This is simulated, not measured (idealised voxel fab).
This is a process module. Its name is voxel ribs on slabs.
Shown is cross-section cut, with a width of 195 nm and square cells of size 5 nm.
A cross-section in this document is a grid of square cells, and it is written down as bands, the top band listed before the ones below it; a band is made up of one or more rows of cells.
Heights first: top, then bottom, in nm. Then materials, left to right, each with a width in nm. "edge to edge" on a single material: fills the band edge to edge. "air": empty space.
Heights from 0 (as-received wafer is one material below). Bottom band endless downward, as "0..down".
Per-row width for "30 to 40": begins at first number (top row of band), ends at second number (bottom row), increment between rows held constant.
"no modification", as given for a step, is the statement that not any cell of the cross-section underwent a change during that step.
Voids not open to the top, 8 cells minimum: see "Unvented internal voids". Written width x height at distance; distance is from the left edge; nm.
Step line, after settings: the simulator's comment on this step.
What "overlay nm" on a step's line means: if the step has a mask, that mask lay this far to the right of its planned place, or, when the value is negative, to the left.

-- These are the steps we planned for the process
- 1: RECEIVE (material Si)
- 2: DIRECTIONAL_DEP (material SiO2; thk nm 20)
- 3: DIRECTIONAL_DEP (material polySi; thk nm 25)
- 4: PATTERN (tone cover; mask id RIB; material resist; width nm 20; thk nm 15; overlay nm 0)
- 5: DIRECTIONAL_ETCH (etch materials polySi; depth nm 15)
- 6: STRIP (etch materials resist)
- 7: DIRECTIONAL_DEP (material aC; thk nm 10)
- 8: PATTERN (tone cover; mask id SLAB; material resist; width nm 80; thk nm 25; overlay nm 0)
- 9: DIRECTIONAL_ETCH (etch materials aC; depth nm 10)
- 10: STRIP (etch materials resist)
- 11: DIRECTIONAL_ETCH (etch materials polySi; depth nm 10)
- 12: STRIP (etch materials aC)
- 13: FILL_DEP (material SiO2; thk nm 20)
- 14: CMP (height nm 60)
- 15: DIRECTIONAL_DEP (material TiN; thk nm 5)
- 16: PATTERN (tone cover; mask id HEATER; material resist; width nm 30; thk nm 15; overlay nm 0)
- 17: DIRECTIONAL_ETCH (etch materials TiN; depth nm 5)
- 18: STRIP (etch materials resist)
- 19: CONFORMAL_DEP (material SiO2; thk nm 10)

-- Of two wafers, the first: run according to plan

-- Step 1 complete: cross-section of the wafer as received
	0..down = Si edge to edge
	Unvented internal voids: none

-- After step 2: wafer cross-section
	20..0 = SiO2 edge to edge
	Everything under 0 stays put, no change at all.

-- After step 3: wafer cross-section
	45..20 = polySi edge to edge
	Everything under 20 stays put, no change at all.

-- After step 4: wafer cross-section
	60..45 = air=85, then resist=20, then air=90
	Everything under 45 stays put, no change at all.

-- After step 5: wafer cross-section
	60..45 = air=85, then resist=20, then air=90
	45..30 = air=85, then polySi=20, then air=90
	Everything under 30 stays put, no change at all.

-- After step 6: wafer cross-section
	45..30 = air=85, then polySi=20, then air=90
	Everything under 30 stays put, no change at all.

-- After step 7: wafer cross-section
	55..45 = air=85, then aC=20, then air=90
	45..40 = air=85, then polySi=20, then air=90
	40..30 = aC=85, then polySi=20, then aC=90
	Everything under 30 stays put, no change at all.

-- After step 8: wafer cross-section
	80..55 = air=55, then resist=80, then air=60
	55..45 = air=55, then resist=30, then aC=20, then resist=30, then air=60
	45..40 = air=55, then resist=30, then polySi=20, then resist=30, then air=60
	Everything under 40 stays put, no change at all.

-- After step 9: wafer cross-section
	70..55 = air=55, then resist=80, then air=60
	55..45 = air=55, then resist=30, then aC=20, then resist=30, then air=60
	45..40 = air=55, then resist=30, then polySi=20, then resist=30, then air=60
	40..30 = air=55, then aC=30, then polySi=20, then aC=30, then air=60
	Everything under 30 stays put, no change at all.

-- After step 10: wafer cross-section
	55..45 = air=85, then aC=20, then air=90
	45..40 = air=85, then polySi=20, then air=90
	Everything under 40 stays put, no change at all.

-- After step 11: wafer cross-section
	55..45 = air=85, then aC=20, then air=90
	45..40 = air=85, then polySi=20, then air=90
	40..30 = air=55, then aC=30, then polySi=20, then aC=30, then air=60
	30..20 = air=55, then polySi=80, then air=60
	Everything under 20 stays put, no change at all.

-- After step 12: wafer cross-section
	45..30 = air=85, then polySi=20, then air=90
	Everything under 30 stays put, no change at all.

-- After step 13: wafer cross-section
	65..45 = SiO2 edge to edge
	45..30 = SiO2=85, then polySi=20, then SiO2=90
	30..20 = SiO2=55, then polySi=80, then SiO2=60
	Everything under 20 stays put, no change at all.

-- After step 14: wafer cross-section
	60..45 = SiO2 edge to edge
	Everything under 45 stays put, no change at all.

-- After step 15: wafer cross-section
	65..60 = TiN edge to edge
	Everything under 60 stays put, no change at all.

-- After step 16: wafer cross-section
	80..65 = air=80, then resist=30, then air=85
	Everything under 65 stays put, no change at all.

-- After step 17: wafer cross-section
	80..65 = air=80, then resist=30, then air=85
	65..60 = air=80, then TiN=30, then air=85
	Everything under 60 stays put, no change at all.

-- After step 18: wafer cross-section
	65..60 = air=80, then TiN=30, then air=85
	Everything under 60 stays put, no change at all.

-- After step 19: wafer cross-section
	75..70 = air=70, then SiO2=50, then air=75
	70..65 = SiO2 edge to edge
	65..60 = SiO2=80, then TiN=30, then SiO2=85
	Everything under 60 stays put, no change at all.

-- Okay, second wafer. Nothing different at the start, nothing different in the plan, just one mistake somewhere in the running. As far as step 18, counting that step, it's the first wafer all over again

-- Cross-section, second wafer, at the end time the plan gives for step 19
	75..70 = air=70, then polySi=50, then air=75
	70..65 = polySi edge to edge
	65..60 = polySi=80, then TiN=30, then polySi=85
	Everything under 60 stays put, no change at all.
Processing error: contrary to plan, step 19 was performed as CONFORMAL_DEP (material polySi; thk nm 10)
End check, counted in cells, second wafer has more or fewer of these materials than the first: -82 SiO2; +82 polySi
